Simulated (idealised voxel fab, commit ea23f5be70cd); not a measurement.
voxel double patterning: a process module
Pictured: cross-section cut, 190 nm wide, on a grid of 5 nm square cells.
Square cells in a grid make up a cross-section in this document, and the grid is given as bands, listed from the top down, each one or more rows of cells. Heights first: top, then bottom, in nm. Then materials, left to right, each with a width in nm. "all across" on a single material: fills the band edge to edge. "blank": empty space. A quick word on heights: they are counted from 0, and under that level the wafer as it came to us is one material throughout. The lowest band is different from the rest in having no bottom; it simply continues downward, written as in "from 0 down". It should be noted that a width expressed as "30->40" varies in equal increments from row to row of cells within the band, taking the value of the first number at the top row and that of the second number at the bottom row. "no change occurred" means the step left every cell of the cross-section as it was. Voids not open to the top, 8 cells minimum: see "Closed void entries". Written width x height at distance; distance is from the left edge; nm. Read whatever lies past the settings on a step's line as the simulator's own remark about the step. overlay nm: for a step with a mask, the amount by which the mask lay right of where it was planned; a negative amount means left of it.
**Process steps foreseen in the plan**
1,RECEIVE (material Si)
2,CONFORMAL_DEP (material SiO2; thk nm 5)
3,DIRECTIONAL_DEP (material TiN; thk nm 10)
4,DIRECTIONAL_DEP (material SiN; thk nm 10)
5,DIRECTIONAL_DEP (material aC; thk nm 15)
6,PATTERN (tone open; mask id FIRST; material resist; width nm 15; pitch nm 50; thk nm 30; overlay nm 0)
7,DIRECTIONAL_ETCH (etch materials aC; depth nm 15)
8,STRIP (etch materials resist)
9,DIRECTIONAL_ETCH (etch materials SiN; depth nm 10)
10,STRIP (etch materials aC)
11,DIRECTIONAL_DEP (material aC; thk nm 15)
12,PATTERN (tone open; mask id SECOND; material resist; width nm 15; thk nm 30; overlay nm 0)
13,DIRECTIONAL_ETCH (etch materials aC; depth nm 15)
14,STRIP (etch materials resist)
15,DIRECTIONAL_ETCH (etch materials SiN; depth nm 10)
16,STRIP (etch materials aC)
17,DIRECTIONAL_ETCH (etch materials TiN; depth nm 10)
18,STRIP (etch materials SiN)
**So, the first of our two wafers, run just as we planned it**
**The cross-section here shows the wafer as received, i.e. in its state after step 1**
  from 0 down  Si all across
  Closed void entries: none
**After step 2, in cross-section**
  from 5 to 0  SiO2 all across
  below 0: unchanged
**After step 3, in cross-section**
  from 15 to 5  TiN all across
  below 5: unchanged
**After step 4, in cross-section**
  from 25 to 15  SiN all across
  below 15: unchanged
**After step 5, in cross-section**
  from 40 to 25  aC all across
  below 25: unchanged
**After step 6, in cross-section**
  from 70 to 40  60 resist; 15 blank; 35 resist; 15 blank; 65 resist
  below 40: unchanged
**After step 7, in cross-section**
  from 55 to 40  60 resist; 15 blank; 35 resist; 15 blank; 65 resist
  from 40 to 25  60 aC; 15 blank; 35 aC; 15 blank; 65 aC
  below 25: unchanged
**After step 8, in cross-section**
  from 40 to 25  60 aC; 15 blank; 35 aC; 15 blank; 65 aC
  below 25: unchanged
**After step 9, in cross-section**
  from 40 to 25  60 aC; 15 blank; 35 aC; 15 blank; 65 aC
  from 25 to 15  60 SiN; 15 blank; 35 SiN; 15 blank; 65 SiN
  below 15: unchanged
**After step 10, in cross-section**
  from 25 to 15  60 SiN; 15 blank; 35 SiN; 15 blank; 65 SiN
  below 15: unchanged
**After step 11, in cross-section**
  from 40 to 30  60 aC; 15 blank; 35 aC; 15 blank; 65 aC
  from 30 to 25  aC all across
  from 25 to 15  60 SiN; 15 aC; 35 SiN; 15 aC; 65 SiN
  below 15: unchanged
**After step 12, in cross-section**
  from 70 to 40  85 resist; 15 blank; 90 resist
  from 40 to 30  60 aC; 15 resist; 35 aC; 15 resist; 65 aC
  below 30: unchanged
**After step 13, in cross-section**
  from 55 to 40  85 resist; 15 blank; 90 resist
  from 40 to 30  60 aC; 15 resist; 10 aC; 15 blank; 10 aC; 15 resist; 65 aC
  from 30 to 25  85 aC; 15 blank; 90 aC
  below 25: unchanged
**After step 14, in cross-section**
  from 40 to 30  60 aC; 15 blank; 10 aC; 15 blank; 10 aC; 15 blank; 65 aC
  below 30: unchanged
**After step 15, in cross-section**
  from 40 to 30  60 aC; 15 blank; 10 aC; 15 blank; 10 aC; 15 blank; 65 aC
  from 30 to 25  85 aC; 15 blank; 90 aC
  from 25 to 15  60 SiN; 15 aC; 10 SiN; 15 blank; 10 SiN; 15 aC; 65 SiN
  below 15: unchanged
**After step 16, in cross-section**
  from 25 to 15  60 SiN; 15 blank; 10 SiN; 15 blank; 10 SiN; 15 blank; 65 SiN
  below 15: unchanged
**After step 17, in cross-section**
  from 25 to 15  60 SiN; 15 blank; 10 SiN; 15 blank; 10 SiN; 15 blank; 65 SiN
  from 15 to 5  60 TiN; 15 blank; 10 TiN; 15 blank; 10 TiN; 15 blank; 65 TiN
  below 5: unchanged
**After step 18, in cross-section**
  from 15 to 5  60 TiN; 15 blank; 10 TiN; 15 blank; 10 TiN; 15 blank; 65 TiN
  below 5: unchanged
**Now the other wafer: same start, same recipe, but we messed up one thing when running it. Up to and including step 11 it's the same as the first one**
**Second wafer: cross-section at the scheduled end of step 12**
  from 70 to 40  90 resist; 15 blank; 85 resist
  from 40 to 30  60 aC; 15 resist; 35 aC; 15 resist; 65 aC
  below 30: unchanged
**Second wafer: cross-section at the scheduled end of step 13**
  from 55 to 40  90 resist; 15 blank; 85 resist
  from 40 to 30  60 aC; 15 resist; 15 aC; 15 blank; 5 aC; 15 resist; 65 aC
  from 30 to 25  90 aC; 15 blank; 85 aC
  below 25: unchanged
**Second wafer: cross-section at the scheduled end of step 14**
  from 40 to 30  60 aC; 15 blank; 15 aC; 15 blank; 5 aC; 15 blank; 65 aC
  below 30: unchanged
**Second wafer: cross-section at the scheduled end of step 15**
  from 40 to 30  60 aC; 15 blank; 15 aC; 15 blank; 5 aC; 15 blank; 65 aC
  from 30 to 25  90 aC; 15 blank; 85 aC
  from 25 to 15  60 SiN; 15 aC; 15 SiN; 15 blank; 5 SiN; 15 aC; 65 SiN
  below 15: unchanged
**Second wafer: cross-section at the scheduled end of step 16**
  from 25 to 15  60 SiN; 15 blank; 15 SiN; 15 blank; 5 SiN; 15 blank; 65 SiN
  below 15: unchanged
**Second wafer: cross-section at the scheduled end of step 17**
  from 25 to 15  60 SiN; 15 blank; 15 SiN; 15 blank; 5 SiN; 15 blank; 65 SiN
  from 15 to 5  60 TiN; 15 blank; 15 TiN; 15 blank; 5 TiN; 15 blank; 65 TiN
  below 5: unchanged
**Second wafer: cross-section at the scheduled end of step 18**
  from 15 to 5  60 TiN; 15 blank; 15 TiN; 15 blank; 5 TiN; 15 blank; 65 TiN
  below 5: unchanged
Misprocessing identified: in deviation from the planned setting, step 12 was conducted as PATTERN (tone open; mask id SECOND; material resist; width nm 15; thk nm 30; overlay nm 5)
At the close, every material occupies the same number of cells on the second wafer as on the first, only in different positions.
